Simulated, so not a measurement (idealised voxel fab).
process module | voxel ribs on slabs
cross-section cut | 175 nm wide | cells 5 nm
A cross-section is a grid of square cells, given in bands from the top down. A band is one or more rows of cells.
Each band's line starts with the height of the band's top and of its bottom, in nm. Then come its materials from left to right, each with its width in nm. One material with "throughout" fills the band from edge to edge. "air" is empty space.
Height 0 is the level under which the wafer as received is all one material. The lowest band goes on downwards, as in "0 down".
A width such as "30 to 40" changes by the same amount from each row of cells to the next, from the band's top row to its bottom row.
"no change" after a step means that no cell of the cross-section changed.
closed voids: empty space of 8 cells or more with no open way to the top, each as width x height at its distance from the left edge, in nm
after a step's settings: what the simulator itself notes on the step
overlay nm, on a step with a mask: how far to the right of its planned place the mask lay; to the left if negative
plan
1 op RECEIVE | material Si
2 op DIRECTIONAL_DEP | material SiO2 | thk nm 20
3 op DIRECTIONAL_DEP | material SiN | thk nm 15
4 op MASKED_ETCH | tone cover | mask id RIB | width nm 25 | etch materials SiN | depth nm 5 | overlay nm 0
5 op MASKED_ETCH | tone cover | mask id SLAB | width nm 55 | etch materials SiN | depth nm 10 | overlay nm 0
6 op FILL_DEP | material SiO2 | thk nm 15
7 op CMP | height nm 45
8 op DIRECTIONAL_DEP | material W | thk nm 10
9 op PATTERN | tone cover | mask id HEATER | material resist | width nm 25 | thk nm 15 | overlay nm 0
10 op DIRECTIONAL_ETCH | etch materials W | depth nm 10
11 op STRIP | etch materials resist
12 op CONFORMAL_DEP | material SiN | thk nm 10
varied across the wafers: width nm of step 9. The plan shows the first wafer's value. All wafers start alike
first wafer as received, after step 1
  0 down: Si throughout
  closed voids: none
each wafer at the end: cells of each material gained (+) or lost (-) since it was received, then its closed voids
width nm 25 | +105 SiN | +288 SiO2 | +10 W | closed voids: none
width nm 30 | +105 SiN | +288 SiO2 | +12 W | closed voids: none
width nm 35 | +105 SiN | +288 SiO2 | +14 W | closed voids: none
width nm 40 | +105 SiN | +288 SiO2 | +16 W | closed voids: none
width nm 45 | +105 SiN | +288 SiO2 | +18 W | closed voids: none
width nm 50 | +105 SiN | +288 SiO2 | +20 W | closed voids: none
